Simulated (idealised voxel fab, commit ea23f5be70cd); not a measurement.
Herein follows the process module entitled voxel transistor to metal.
This is section cut - it's 195 nm across, gridded in 5 nm square cells.
This document writes a cross-section as a grid whose cells are square, and gives it as bands, listed from the top down; one or more rows of cells form a band.
Band entry format. Leading values: height of top, height of bottom, nm. Remainder: materials in left-to-right order, each with its width in nm. Special words: "throughout" on a single material, which then fills the band edge to edge; "air", empty space.
Height reference: 0 = level under which incoming wafer is all one material. Lowest band: no bottom, runs on downward, e.g. "0 and below".
With a width like "30 to 40", each row of cells in the band differs from the next by the same amount, the top row carrying the first number and the bottom row the second.
"nothing was modified" (step): cross-section cells unchanged, all of them.
The label "Voids, sealed" introduces a list of the empty spaces, 8 cells or larger, that have no open way up to the top; each entry in it reads width x height at distance, where the distance is taken from the left edge and all three are stated in nm.
On a step's line, text after the settings is the simulator commenting on that step.
overlay nm: for a step with a mask, the amount by which the mask lay right of where it was planned; a negative amount means left of it.
Steps in the process plan
| 1 | RECEIVE,material Si |
| 2 | OXIDIZE,depth nm 5 |
| 3 | CONFORMAL_DEP,material SiN,thk nm 10 |
| 4 | DIRECTIONAL_DEP,material aC,thk nm 10 |
| 5 | PATTERN,tone cover,mask id ACTIVE,material resist,width nm 105,thk nm 25,overlay nm 0 |
| 6 | DIRECTIONAL_ETCH,etch materials aC,depth nm 10 |
| 7 | STRIP,etch materials resist |
| 8 | DIRECTIONAL_ETCH,etch materials SiN,depth nm 10 |
| 9 | DIRECTIONAL_ETCH,etch materials SiO2,depth nm 5 |
| 10 | DIRECTIONAL_ETCH,etch materials Si,depth nm 35 |
| 11 | STRIP,etch materials aC |
| 12 | OXIDIZE,depth nm 5 |
| 13 | FILL_DEP,material SiO2,thk nm 15 |
| 14 | CMP,height nm 10 |
| 15 | SELECTIVE_ETCH,etch materials SiO2,depth nm 10 |
| 16 | STRIP,etch materials SiN |
| 17 | SELECTIVE_ETCH,etch materials SiO2,depth nm 5 |
| 18 | OXIDIZE,depth nm 5 |
| 19 | DIRECTIONAL_DEP,material polySi,thk nm 30 |
| 20 | DIRECTIONAL_DEP,material SiCN,thk nm 10 |
| 21 | DIRECTIONAL_DEP,material aC,thk nm 15 |
| 22 | PATTERN,tone cover,mask id GATE,material resist,width nm 35,thk nm 35,overlay nm 0 |
| 23 | DIRECTIONAL_ETCH,etch materials aC,depth nm 15 |
| 24 | STRIP,etch materials resist |
| 25 | DIRECTIONAL_ETCH,etch materials SiCN,depth nm 20 |
| 26 | DIRECTIONAL_ETCH,etch materials polySi,depth nm 40 |
| 27 | STRIP,etch materials aC |
| 28 | CONFORMAL_DEP,material SiO2,thk nm 5 |
| 29 | DIRECTIONAL_ETCH,etch materials SiO2,depth nm 5 |
| 30 | CONFORMAL_DEP,material SiN,thk nm 5 |
| 31 | DIRECTIONAL_ETCH,etch materials SiN,depth nm 5 |
| 32 | DIRECTIONAL_ETCH,etch materials SiO2,depth nm 5 |
| 33 | DIRECTIONAL_ETCH,etch materials Si,depth nm 5 |
| 34 | EPI,material nSi,thk nm 10 |
| 35 | FILL_DEP,material SiO2,thk nm 10 |
| 36 | CMP,height nm 25 |
| 37 | STRIP,etch materials polySi |
| 38 | SELECTIVE_ETCH,etch materials SiO2,depth nm 5 |
| 39 | CONFORMAL_DEP,material HfO2,thk nm 5 |
| 40 | CONFORMAL_DEP,material TiN,thk nm 5 |
| 41 | FILL_DEP,material W,thk nm 5 |
| 42 | CMP,height nm 20 |
| 43 | DIRECTIONAL_DEP,material SiO2,thk nm 10 |
| 44 | PATTERN,tone open,mask id CONTACT,material resist,width nm 15,pitch nm 80,thk nm 15,overlay nm 0 |
| 45 | DIRECTIONAL_ETCH,etch materials SiO2,depth nm 35 |
| 46 | STRIP,etch materials resist |
| 47 | CONFORMAL_DEP,material TiN,thk nm 5 |
| 48 | FILL_DEP,material W,thk nm 10 |
| 49 | CMP,height nm 30 |
| 50 | DIRECTIONAL_DEP,material TiN,thk nm 5 |
| 51 | DIRECTIONAL_DEP,material Ru,thk nm 20 |
| 52 | PATTERN,tone cover,mask id METAL_1,material resist,width nm 15,pitch nm 80,thk nm 15,overlay nm 0 |
| 53 | DIRECTIONAL_ETCH,etch materials Ru,depth nm 20 |
| 54 | DIRECTIONAL_ETCH,etch materials TiN,depth nm 5 |
| 55 | STRIP,etch materials resist |
| 56 | FILL_DEP,material lowk,thk nm 5 |
| 57 | CMP,height nm 55 |
| 58 | CONFORMAL_DEP,material SiCN,thk nm 5 |
| 59 | DIRECTIONAL_DEP,material SiO2,thk nm 35 |
| 60 | PATTERN,tone open,mask id METAL_2,material resist,width nm 15,pitch nm 80,thk nm 15,overlay nm 0 |
| 61 | DIRECTIONAL_ETCH,etch materials SiO2,depth nm 20 |
| 62 | STRIP,etch materials resist |
| 63 | PATTERN,tone open,mask id METAL_2_HOLES,material resist,width nm 15,pitch nm 80,thk nm 15,overlay nm 0 |
| 64 | DIRECTIONAL_ETCH,etch materials SiO2,depth nm 15 |
| 65 | DIRECTIONAL_ETCH,etch materials SiCN,depth nm 5 |
| 66 | STRIP,etch materials resist |
| 67 | CONFORMAL_DEP,material TiN,thk nm 5 |
| 68 | FILL_DEP,material Cu,thk nm 10 |
| 69 | CMP,height nm 95 |
| 70 | CONFORMAL_DEP,material SiCN,thk nm 5 |
First of two wafers, processed according to plan
Cross-section: wafer on arrival = after step 1
	0 and below: Si throughout
	Voids, sealed: none
Cross-section of the wafer subsequent to step 2
	0 down to -5: SiO2 throughout
	Below -5, the layers are the same as they were.
Cross-section of the wafer subsequent to step 3
	10 down to 0: SiN throughout
	Below 0, the layers are the same as they were.
Cross-section of the wafer subsequent to step 4
	20 down to 10: aC throughout
	Below 10, the layers are the same as they were.
Cross-section of the wafer subsequent to step 5
	45 down to 20: 45 of air; 105 of resist; 45 of air
	Below 20, the layers are the same as they were.
Cross-section of the wafer subsequent to step 6
	35 down to 20: 45 of air; 105 of resist; 45 of air
	20 down to 10: 45 of air; 105 of aC; 45 of air
	Below 10, the layers are the same as they were.
Cross-section of the wafer subsequent to step 7
	20 down to 10: 45 of air; 105 of aC; 45 of air
	Below 10, the layers are the same as they were.
Cross-section of the wafer subsequent to step 8
	20 down to 10: 45 of air; 105 of aC; 45 of air
	10 down to 0: 45 of air; 105 of SiN; 45 of air
	Below 0, the layers are the same as they were.
Cross-section of the wafer subsequent to step 9
	20 down to 10: 45 of air; 105 of aC; 45 of air
	10 down to 0: 45 of air; 105 of SiN; 45 of air
	0 down to -5: 45 of air; 105 of SiO2; 45 of air
	Below -5, the layers are the same as they were.
Cross-section of the wafer subsequent to step 10
	20 down to 10: 45 of air; 105 of aC; 45 of air
	10 down to 0: 45 of air; 105 of SiN; 45 of air
	0 down to -5: 45 of air; 105 of SiO2; 45 of air
	-5 down to -40: 45 of air; 105 of Si; 45 of air
	Below -40, the layers are the same as they were.
Cross-section of the wafer subsequent to step 11
	10 down to 0: 45 of air; 105 of SiN; 45 of air
	Below 0, the layers are the same as they were.
Cross-section of the wafer subsequent to step 12
	10 down to 0: 45 of air; 105 of SiN; 45 of air
	0 down to -5: 45 of air; 105 of SiO2; 45 of air
	-5 down to -40: 45 of air; 5 of SiO2; 95 of Si; 5 of SiO2; 45 of air
	-40 down to -45: 50 of SiO2; 95 of Si; 50 of SiO2
	Below -45, the layers are the same as they were.
Cross-section of the wafer subsequent to step 13
	25 down to 10: SiO2 throughout
	10 down to 0: 45 of SiO2; 105 of SiN; 45 of SiO2
	0 down to -5: SiO2 throughout
	-5 down to -45: 50 of SiO2; 95 of Si; 50 of SiO2
	Below -45, the layers are the same as they were.
Cross-section of the wafer subsequent to step 14
	10 down to 0: 45 of SiO2; 105 of SiN; 45 of SiO2
	Below 0, the layers are the same as they were.
Cross-section of the wafer subsequent to step 15
	10 down to 0: 45 of air; 105 of SiN; 45 of air
	Below 0, the layers are the same as they were.
Cross-section of the wafer subsequent to step 16
	0 down to -5: SiO2 throughout
	Below -5, the layers are the same as they were.
Cross-section of the wafer subsequent to step 17
	-5 down to -45: 50 of SiO2; 95 of Si; 50 of SiO2
	Below -45, the layers are the same as they were.
Cross-section of the wafer subsequent to step 18
	-5 down to -10: SiO2 throughout
	Below -10, the layers are the same as they were.
Cross-section of the wafer subsequent to step 19
	25 down to -5: polySi throughout
	Below -5, the layers are the same as they were.
Cross-section of the wafer subsequent to step 20
	35 down to 25: SiCN throughout
	Below 25, the layers are the same as they were.
Cross-section of the wafer subsequent to step 21
	50 down to 35: aC throughout
	Below 35, the layers are the same as they were.
Cross-section of the wafer subsequent to step 22
	85 down to 50: 80 of air; 35 of resist; 80 of air
	Below 50, the layers are the same as they were.
Cross-section of the wafer subsequent to step 23
	70 down to 50: 80 of air; 35 of resist; 80 of air
	50 down to 35: 80 of air; 35 of aC; 80 of air
	Below 35, the layers are the same as they were.
Cross-section of the wafer subsequent to step 24
	50 down to 35: 80 of air; 35 of aC; 80 of air
	Below 35, the layers are the same as they were.
Cross-section of the wafer subsequent to step 25
	50 down to 35: 80 of air; 35 of aC; 80 of air
	35 down to 25: 80 of air; 35 of SiCN; 80 of air
	Below 25, the layers are the same as they were.
Cross-section of the wafer subsequent to step 26
	50 down to 35: 80 of air; 35 of aC; 80 of air
	35 down to 25: 80 of air; 35 of SiCN; 80 of air
	25 down to -5: 80 of air; 35 of polySi; 80 of air
	Below -5, the layers are the same as they were.
Cross-section of the wafer subsequent to step 27
	35 down to 25: 80 of air; 35 of SiCN; 80 of air
	Below 25, the layers are the same as they were.
Cross-section of the wafer subsequent to step 28
	40 down to 35: 75 of air; 45 of SiO2; 75 of air
	35 down to 25: 75 of air; 5 of SiO2; 35 of SiCN; 5 of SiO2; 75 of air
	25 down to 0: 75 of air; 5 of SiO2; 35 of polySi; 5 of SiO2; 75 of air
	0 down to -5: 80 of SiO2; 35 of polySi; 80 of SiO2
	Below -5, the layers are the same as they were.
Cross-section of the wafer subsequent to step 29
	35 down to 25: 75 of air; 5 of SiO2; 35 of SiCN; 5 of SiO2; 75 of air
	25 down to -5: 75 of air; 5 of SiO2; 35 of polySi; 5 of SiO2; 75 of air
	Below -5, the layers are the same as they were.
Cross-section of the wafer subsequent to step 30
	40 down to 35: 70 of air; 55 of SiN; 70 of air
	35 down to 25: 70 of air; 5 of SiN; 5 of SiO2; 35 of SiCN; 5 of SiO2; 5 of SiN; 70 of air
	25 down to 0: 70 of air; 5 of SiN; 5 of SiO2; 35 of polySi; 5 of SiO2; 5 of SiN; 70 of air
	0 down to -5: 75 of SiN; 5 of SiO2; 35 of polySi; 5 of SiO2; 75 of SiN
	Below -5, the layers are the same as they were.
Cross-section of the wafer subsequent to step 31
	35 down to 25: 70 of air; 5 of SiN; 5 of SiO2; 35 of SiCN; 5 of SiO2; 5 of SiN; 70 of air
	25 down to -5: 70 of air; 5 of SiN; 5 of SiO2; 35 of polySi; 5 of SiO2; 5 of SiN; 70 of air
	Below -5, the layers are the same as they were.
Cross-section of the wafer subsequent to step 32
	35 down to 30: 70 of air; 5 of SiN; 5 of air; 35 of SiCN; 5 of air; 5 of SiN; 70 of air
	30 down to 25: 70 of air; 5 of SiN; 5 of SiO2; 35 of SiCN; 5 of SiO2; 5 of SiN; 70 of air
	25 down to -5: 70 of air; 5 of SiN; 5 of SiO2; 35 of polySi; 5 of SiO2; 5 of SiN; 70 of air
	-5 down to -10: 70 of air; 55 of SiO2; 70 of air
	Below -10, the layers are the same as they were.
Cross-section of the wafer subsequent to step 33
	35 down to 30: 70 of air; 5 of SiN; 5 of air; 35 of SiCN; 5 of air; 5 of SiN; 70 of air
	30 down to 25: 70 of air; 5 of SiN; 5 of SiO2; 35 of SiCN; 5 of SiO2; 5 of SiN; 70 of air
	25 down to -5: 70 of air; 5 of SiN; 5 of SiO2; 35 of polySi; 5 of SiO2; 5 of SiN; 70 of air
	-5 down to -10: 70 of air; 55 of SiO2; 70 of air
	-10 down to -15: 50 of SiO2; 20 of air; 55 of Si; 20 of air; 50 of SiO2
	Below -15, the layers are the same as they were.
Cross-section of the wafer subsequent to step 34
	35 down to 30: 70 of air; 5 of SiN; 5 of air; 35 of SiCN; 5 of air; 5 of SiN; 70 of air
	30 down to 25: 70 of air; 5 of SiN; 5 of SiO2; 35 of SiCN; 5 of SiO2; 5 of SiN; 70 of air
	25 down to 0: 70 of air; 5 of SiN; 5 of SiO2; 35 of polySi; 5 of SiO2; 5 of SiN; 70 of air
	0 down to -5: 60 of air; 10 of nSi; 5 of SiN; 5 of SiO2; 35 of polySi; 5 of SiO2; 5 of SiN; 10 of nSi; 60 of air
	-5 down to -10: 45 of air; 25 of nSi; 55 of SiO2; 25 of nSi; 45 of air
	-10 down to -15: 50 of SiO2; 20 of nSi; 55 of Si; 20 of nSi; 50 of SiO2
	Below -15, the layers are the same as they were.
Cross-section of the wafer subsequent to step 35
	45 down to 35: SiO2 throughout
	35 down to 25: 70 of SiO2; 5 of SiN; 5 of SiO2; 35 of SiCN; 5 of SiO2; 5 of SiN; 70 of SiO2
	25 down to 0: 70 of SiO2; 5 of SiN; 5 of SiO2; 35 of polySi; 5 of SiO2; 5 of SiN; 70 of SiO2
	0 down to -5: 60 of SiO2; 10 of nSi; 5 of SiN; 5 of SiO2; 35 of polySi; 5 of SiO2; 5 of SiN; 10 of nSi; 60 of SiO2
	-5 down to -10: 45 of SiO2; 25 of nSi; 55 of SiO2; 25 of nSi; 45 of SiO2
	Below -10, the layers are the same as they were.
Cross-section of the wafer subsequent to step 36
	25 down to 0: 70 of SiO2; 5 of SiN; 5 of SiO2; 35 of polySi; 5 of SiO2; 5 of SiN; 70 of SiO2
	Below 0, the layers are the same as they were.
Cross-section of the wafer subsequent to step 37
	25 down to 0: 70 of SiO2; 5 of SiN; 5 of SiO2; 35 of air; 5 of SiO2; 5 of SiN; 70 of SiO2
	0 down to -5: 60 of SiO2; 10 of nSi; 5 of SiN; 5 of SiO2; 35 of air; 5 of SiO2; 5 of SiN; 10 of nSi; 60 of SiO2
	Below -5, the layers are the same as they were.
Cross-section of the wafer subsequent to step 38
	25 down to 20: 70 of air; 5 of SiN; 45 of air; 5 of SiN; 70 of air
	20 down to 0: 70 of SiO2; 5 of SiN; 45 of air; 5 of SiN; 70 of SiO2
	0 down to -5: 60 of SiO2; 10 of nSi; 5 of SiN; 45 of air; 5 of SiN; 10 of nSi; 60 of SiO2
	-5 down to -10: 45 of SiO2; 25 of nSi; 5 of SiO2; 45 of air; 5 of SiO2; 25 of nSi; 45 of SiO2
	Below -10, the layers are the same as they were.
Cross-section of the wafer subsequent to step 39
	30 down to 25: 65 of air; 15 of HfO2; 35 of air; 15 of HfO2; 65 of air
	25 down to 20: 70 of HfO2; 5 of SiN; 5 of HfO2; 35 of air; 5 of HfO2; 5 of SiN; 70 of HfO2
	20 down to 0: 70 of SiO2; 5 of SiN; 5 of HfO2; 35 of air; 5 of HfO2; 5 of SiN; 70 of SiO2
	0 down to -5: 60 of SiO2; 10 of nSi; 5 of SiN; 5 of HfO2; 35 of air; 5 of HfO2; 5 of SiN; 10 of nSi; 60 of SiO2
	-5 down to -10: 45 of SiO2; 25 of nSi; 5 of SiO2; 45 of HfO2; 5 of SiO2; 25 of nSi; 45 of SiO2
	Below -10, the layers are the same as they were.
Cross-section of the wafer subsequent to step 40
	35 down to 30: 60 of air; 25 of TiN; 25 of air; 25 of TiN; 60 of air
	30 down to 25: 65 of TiN; 15 of HfO2; 5 of TiN; 25 of air; 5 of TiN; 15 of HfO2; 65 of TiN
	25 down to 20: 70 of HfO2; 5 of SiN; 5 of HfO2; 5 of TiN; 25 of air; 5 of TiN; 5 of HfO2; 5 of SiN; 70 of HfO2
	20 down to 0: 70 of SiO2; 5 of SiN; 5 of HfO2; 5 of TiN; 25 of air; 5 of TiN; 5 of HfO2; 5 of SiN; 70 of SiO2
	0 down to -5: 60 of SiO2; 10 of nSi; 5 of SiN; 5 of HfO2; 35 of TiN; 5 of HfO2; 5 of SiN; 10 of nSi; 60 of SiO2
	Below -5, the layers are the same as they were.
Cross-section of the wafer subsequent to step 41
	40 down to 35: W throughout
	35 down to 30: 60 of W; 25 of TiN; 25 of W; 25 of TiN; 60 of W
	30 down to 25: 65 of TiN; 15 of HfO2; 5 of TiN; 25 of W; 5 of TiN; 15 of HfO2; 65 of TiN
	25 down to 20: 70 of HfO2; 5 of SiN; 5 of HfO2; 5 of TiN; 25 of W; 5 of TiN; 5 of HfO2; 5 of SiN; 70 of HfO2
	20 down to 0: 70 of SiO2; 5 of SiN; 5 of HfO2; 5 of TiN; 25 of W; 5 of TiN; 5 of HfO2; 5 of SiN; 70 of SiO2
	Below 0, the layers are the same as they were.
Cross-section of the wafer subsequent to step 42
	20 down to 0: 70 of SiO2; 5 of SiN; 5 of HfO2; 5 of TiN; 25 of W; 5 of TiN; 5 of HfO2; 5 of SiN; 70 of SiO2
	Below 0, the layers are the same as they were.
Cross-section of the wafer subsequent to step 43
	30 down to 20: SiO2 throughout
	Below 20, the layers are the same as they were.
Cross-section of the wafer subsequent to step 44
	45 down to 30: 50 of resist; 15 of air; 65 of resist; 15 of air; 50 of resist
	Below 30, the layers are the same as they were.
Cross-section of the wafer subsequent to step 45
	45 down to 30: 50 of resist; 15 of air; 65 of resist; 15 of air; 50 of resist
	30 down to 20: 50 of SiO2; 15 of air; 65 of SiO2; 15 of air; 50 of SiO2
	20 down to 0: 50 of SiO2; 15 of air; 5 of SiO2; 5 of SiN; 5 of HfO2; 5 of TiN; 25 of W; 5 of TiN; 5 of HfO2; 5 of SiN; 5 of SiO2; 15 of air; 50 of SiO2
	0 down to -5: 50 of SiO2; 10 of air; 10 of nSi; 5 of SiN; 5 of HfO2; 35 of TiN; 5 of HfO2; 5 of SiN; 10 of nSi; 10 of air; 50 of SiO2
	Below -5, the layers are the same as they were.
Cross-section of the wafer subsequent to step 46
	30 down to 20: 50 of SiO2; 15 of air; 65 of SiO2; 15 of air; 50 of SiO2
	Below 20, the layers are the same as they were.
Cross-section of the wafer subsequent to step 47
	35 down to 30: 55 of TiN; 5 of air; 75 of TiN; 5 of air; 55 of TiN
	30 down to 20: 50 of SiO2; 5 of TiN; 5 of air; 5 of TiN; 65 of SiO2; 5 of TiN; 5 of air; 5 of TiN; 50 of SiO2
	20 down to 5: 50 of SiO2; 5 of TiN; 5 of air; 5 of TiN; 5 of SiO2; 5 of SiN; 5 of HfO2; 5 of TiN; 25 of W; 5 of TiN; 5 of HfO2; 5 of SiN; 5 of SiO2; 5 of TiN; 5 of air; 5 of TiN; 50 of SiO2
	5 down to 0: 50 of SiO2; 15 of TiN; 5 of SiO2; 5 of SiN; 5 of HfO2; 5 of TiN; 25 of W; 5 of TiN; 5 of HfO2; 5 of SiN; 5 of SiO2; 15 of TiN; 50 of SiO2
	0 down to -5: 50 of SiO2; 10 of TiN; 10 of nSi; 5 of SiN; 5 of HfO2; 35 of TiN; 5 of HfO2; 5 of SiN; 10 of nSi; 10 of TiN; 50 of SiO2
	Below -5, the layers are the same as they were.
Cross-section of the wafer subsequent to step 48
	45 down to 35: W throughout
	35 down to 30: 55 of TiN; 5 of W; 75 of TiN; 5 of W; 55 of TiN
	30 down to 20: 50 of SiO2; 5 of TiN; 5 of W; 5 of TiN; 65 of SiO2; 5 of TiN; 5 of W; 5 of TiN; 50 of SiO2
	20 down to 5: 50 of SiO2; 5 of TiN; 5 of W; 5 of TiN; 5 of SiO2; 5 of SiN; 5 of HfO2; 5 of TiN; 25 of W; 5 of TiN; 5 of HfO2; 5 of SiN; 5 of SiO2; 5 of TiN; 5 of W; 5 of TiN; 50 of SiO2
	Below 5, the layers are the same as they were.
Cross-section of the wafer subsequent to step 49
	30 down to 20: 50 of SiO2; 5 of TiN; 5 of W; 5 of TiN; 65 of SiO2; 5 of TiN; 5 of W; 5 of TiN; 50 of SiO2
	Below 20, the layers are the same as they were.
Cross-section of the wafer subsequent to step 50
	35 down to 30: TiN throughout
	Below 30, the layers are the same as they were.
Cross-section of the wafer subsequent to step 51
	55 down to 35: Ru throughout
	Below 35, the layers are the same as they were.
Cross-section of the wafer subsequent to step 52
	70 down to 55: 50 of air; 15 of resist; 65 of air; 15 of resist; 50 of air
	Below 55, the layers are the same as they were.
Cross-section of the wafer subsequent to step 53
	70 down to 55: 50 of air; 15 of resist; 65 of air; 15 of resist; 50 of air
	55 down to 35: 50 of air; 15 of Ru; 65 of air; 15 of Ru; 50 of air
	Below 35, the layers are the same as they were.
Cross-section of the wafer subsequent to step 54
	70 down to 55: 50 of air; 15 of resist; 65 of air; 15 of resist; 50 of air
	55 down to 35: 50 of air; 15 of Ru; 65 of air; 15 of Ru; 50 of air
	35 down to 30: 50 of air; 15 of TiN; 65 of air; 15 of TiN; 50 of air
	Below 30, the layers are the same as they were.
Cross-section of the wafer subsequent to step 55
	55 down to 35: 50 of air; 15 of Ru; 65 of air; 15 of Ru; 50 of air
	Below 35, the layers are the same as they were.
Cross-section of the wafer subsequent to step 56
	60 down to 55: lowk throughout
	55 down to 35: 50 of lowk; 15 of Ru; 65 of lowk; 15 of Ru; 50 of lowk
	35 down to 30: 50 of lowk; 15 of TiN; 65 of lowk; 15 of TiN; 50 of lowk
	Below 30, the layers are the same as they were.
Cross-section of the wafer subsequent to step 57
	55 down to 35: 50 of lowk; 15 of Ru; 65 of lowk; 15 of Ru; 50 of lowk
	Below 35, the layers are the same as they were.
Cross-section of the wafer subsequent to step 58
	60 down to 55: SiCN throughout
	Below 55, the layers are the same as they were.
Cross-section of the wafer subsequent to step 59
	95 down to 60: SiO2 throughout
	Below 60, the layers are the same as they were.
Cross-section of the wafer subsequent to step 60
	110 down to 95: 50 of resist; 15 of air; 65 of resist; 15 of air; 50 of resist
	Below 95, the layers are the same as they were.
Cross-section of the wafer subsequent to step 61
	110 down to 95: 50 of resist; 15 of air; 65 of resist; 15 of air; 50 of resist
	95 down to 75: 50 of SiO2; 15 of air; 65 of SiO2; 15 of air; 50 of SiO2
	Below 75, the layers are the same as they were.
Cross-section of the wafer subsequent to step 62
	95 down to 75: 50 of SiO2; 15 of air; 65 of SiO2; 15 of air; 50 of SiO2
	Below 75, the layers are the same as they were.
Cross-section of the wafer subsequent to step 63
	110 down to 95: 50 of resist; 15 of air; 65 of resist; 15 of air; 50 of resist
	Below 95, the layers are the same as they were.
Cross-section of the wafer subsequent to step 64
	110 down to 95: 50 of resist; 15 of air; 65 of resist; 15 of air; 50 of resist
	95 down to 60: 50 of SiO2; 15 of air; 65 of SiO2; 15 of air; 50 of SiO2
	Below 60, the layers are the same as they were.
Cross-section of the wafer subsequent to step 65
	110 down to 95: 50 of resist; 15 of air; 65 of resist; 15 of air; 50 of resist
	95 down to 60: 50 of SiO2; 15 of air; 65 of SiO2; 15 of air; 50 of SiO2
	60 down to 55: 50 of SiCN; 15 of air; 65 of SiCN; 15 of air; 50 of SiCN
	Below 55, the layers are the same as they were.
Cross-section of the wafer subsequent to step 66
	95 down to 60: 50 of SiO2; 15 of air; 65 of SiO2; 15 of air; 50 of SiO2
	Below 60, the layers are the same as they were.
Cross-section of the wafer subsequent to step 67
	100 down to 95: 55 of TiN; 5 of air; 75 of TiN; 5 of air; 55 of TiN
	95 down to 60: 50 of SiO2; 5 of TiN; 5 of air; 5 of TiN; 65 of SiO2; 5 of TiN; 5 of air; 5 of TiN; 50 of SiO2
	60 down to 55: 50 of SiCN; 15 of TiN; 65 of SiCN; 15 of TiN; 50 of SiCN
	Below 55, the layers are the same as they were.
Cross-section of the wafer subsequent to step 68
	110 down to 100: Cu throughout
	100 down to 95: 55 of TiN; 5 of Cu; 75 of TiN; 5 of Cu; 55 of TiN
	95 down to 60: 50 of SiO2; 5 of TiN; 5 of Cu; 5 of TiN; 65 of SiO2; 5 of TiN; 5 of Cu; 5 of TiN; 50 of SiO2
	Below 60, the layers are the same as they were.
Cross-section of the wafer subsequent to step 69
	95 down to 60: 50 of SiO2; 5 of TiN; 5 of Cu; 5 of TiN; 65 of SiO2; 5 of TiN; 5 of Cu; 5 of TiN; 50 of SiO2
	Below 60, the layers are the same as they were.
Cross-section of the wafer subsequent to step 70
	100 down to 95: SiCN throughout
	Below 95, the layers are the same as they were.
The second wafer: identical to the first at the outset and in its planned sequence, differing only in that one mistake was made during processing; up to and including step 51, its path is the first wafer's path
Cross-section of the second wafer when, according to plan, step 52 should have finished
	70 down to 55: 50 of resist; 15 of air; 65 of resist; 15 of air; 50 of resist
	Below 55, the layers are the same as they were.
Cross-section of the second wafer when, according to plan, step 53 should have finished
	70 down to 55: 50 of resist; 15 of air; 65 of resist; 15 of air; 50 of resist
	55 down to 35: 50 of Ru; 15 of air; 65 of Ru; 15 of air; 50 of Ru
	Below 35, the layers are the same as they were.
Cross-section of the second wafer when, according to plan, step 54 should have finished
	70 down to 55: 50 of resist; 15 of air; 65 of resist; 15 of air; 50 of resist
	55 down to 35: 50 of Ru; 15 of air; 65 of Ru; 15 of air; 50 of Ru
	35 down to 30: 50 of TiN; 15 of air; 65 of TiN; 15 of air; 50 of TiN
	Below 30, the layers are the same as they were.
Cross-section of the second wafer when, according to plan, step 55 should have finished
	55 down to 35: 50 of Ru; 15 of air; 65 of Ru; 15 of air; 50 of Ru
	Below 35, the layers are the same as they were.
Cross-section of the second wafer when, according to plan, step 56 should have finished
	60 down to 55: lowk throughout
	55 down to 35: 50 of Ru; 15 of lowk; 65 of Ru; 15 of lowk; 50 of Ru
	35 down to 30: 50 of TiN; 15 of lowk; 65 of TiN; 15 of lowk; 50 of TiN
	Below 30, the layers are the same as they were.
Cross-section of the second wafer when, according to plan, step 57 should have finished
	55 down to 35: 50 of Ru; 15 of lowk; 65 of Ru; 15 of lowk; 50 of Ru
	Below 35, the layers are the same as they were.
Cross-section of the second wafer when, according to plan, step 58 should have finished
	60 down to 55: SiCN throughout
	Below 55, the layers are the same as they were.
Cross-section of the second wafer when, according to plan, step 59 should have finished
	95 down to 60: SiO2 throughout
	Below 60, the layers are the same as they were.
Cross-section of the second wafer when, according to plan, step 60 should have finished
	110 down to 95: 50 of resist; 15 of air; 65 of resist; 15 of air; 50 of resist
	Below 95, the layers are the same as they were.
Cross-section of the second wafer when, according to plan, step 61 should have finished
	110 down to 95: 50 of resist; 15 of air; 65 of resist; 15 of air; 50 of resist
	95 down to 75: 50 of SiO2; 15 of air; 65 of SiO2; 15 of air; 50 of SiO2
	Below 75, the layers are the same as they were.
Cross-section of the second wafer when, according to plan, step 62 should have finished
	95 down to 75: 50 of SiO2; 15 of air; 65 of SiO2; 15 of air; 50 of SiO2
	Below 75, the layers are the same as they were.
Cross-section of the second wafer when, according to plan, step 63 should have finished
	110 down to 95: 50 of resist; 15 of air; 65 of resist; 15 of air; 50 of resist
	Below 95, the layers are the same as they were.
Cross-section of the second wafer when, according to plan, step 64 should have finished
	110 down to 95: 50 of resist; 15 of air; 65 of resist; 15 of air; 50 of resist
	95 down to 60: 50 of SiO2; 15 of air; 65 of SiO2; 15 of air; 50 of SiO2
	Below 60, the layers are the same as they were.
Cross-section of the second wafer when, according to plan, step 65 should have finished
	110 down to 95: 50 of resist; 15 of air; 65 of resist; 15 of air; 50 of resist
	95 down to 60: 50 of SiO2; 15 of air; 65 of SiO2; 15 of air; 50 of SiO2
	60 down to 55: 50 of SiCN; 15 of air; 65 of SiCN; 15 of air; 50 of SiCN
	Below 55, the layers are the same as they were.
Cross-section of the second wafer when, according to plan, step 66 should have finished
	95 down to 60: 50 of SiO2; 15 of air; 65 of SiO2; 15 of air; 50 of SiO2
	Below 60, the layers are the same as they were.
Cross-section of the second wafer when, according to plan, step 67 should have finished
	100 down to 95: 55 of TiN; 5 of air; 75 of TiN; 5 of air; 55 of TiN
	95 down to 60: 50 of SiO2; 5 of TiN; 5 of air; 5 of TiN; 65 of SiO2; 5 of TiN; 5 of air; 5 of TiN; 50 of SiO2
	60 down to 55: 50 of SiCN; 15 of TiN; 65 of SiCN; 15 of TiN; 50 of SiCN
	Below 55, the layers are the same as they were.
Cross-section of the second wafer when, according to plan, step 68 should have finished
	110 down to 100: Cu throughout
	100 down to 95: 55 of TiN; 5 of Cu; 75 of TiN; 5 of Cu; 55 of TiN
	95 down to 60: 50 of SiO2; 5 of TiN; 5 of Cu; 5 of TiN; 65 of SiO2; 5 of TiN; 5 of Cu; 5 of TiN; 50 of SiO2
	Below 60, the layers are the same as they were.
Cross-section of the second wafer when, according to plan, step 69 should have finished
	95 down to 60: 50 of SiO2; 5 of TiN; 5 of Cu; 5 of TiN; 65 of SiO2; 5 of TiN; 5 of Cu; 5 of TiN; 50 of SiO2
	Below 60, the layers are the same as they were.
Cross-section of the second wafer when, according to plan, step 70 should have finished
	100 down to 95: SiCN throughout
	Below 95, the layers are the same as they were.
Heads up, the wafer didn't run the way we planned it: in deviation from the planned setting, step 52 was conducted as PATTERN,tone open,mask id METAL_1,material resist,width nm 15,pitch nm 80,thk nm 15,overlay nm 0
Final comparison by cell count, materials where the second wafer has more or fewer than the first: 108 more of Ru, 27 more of TiN, 135 fewer of lowk
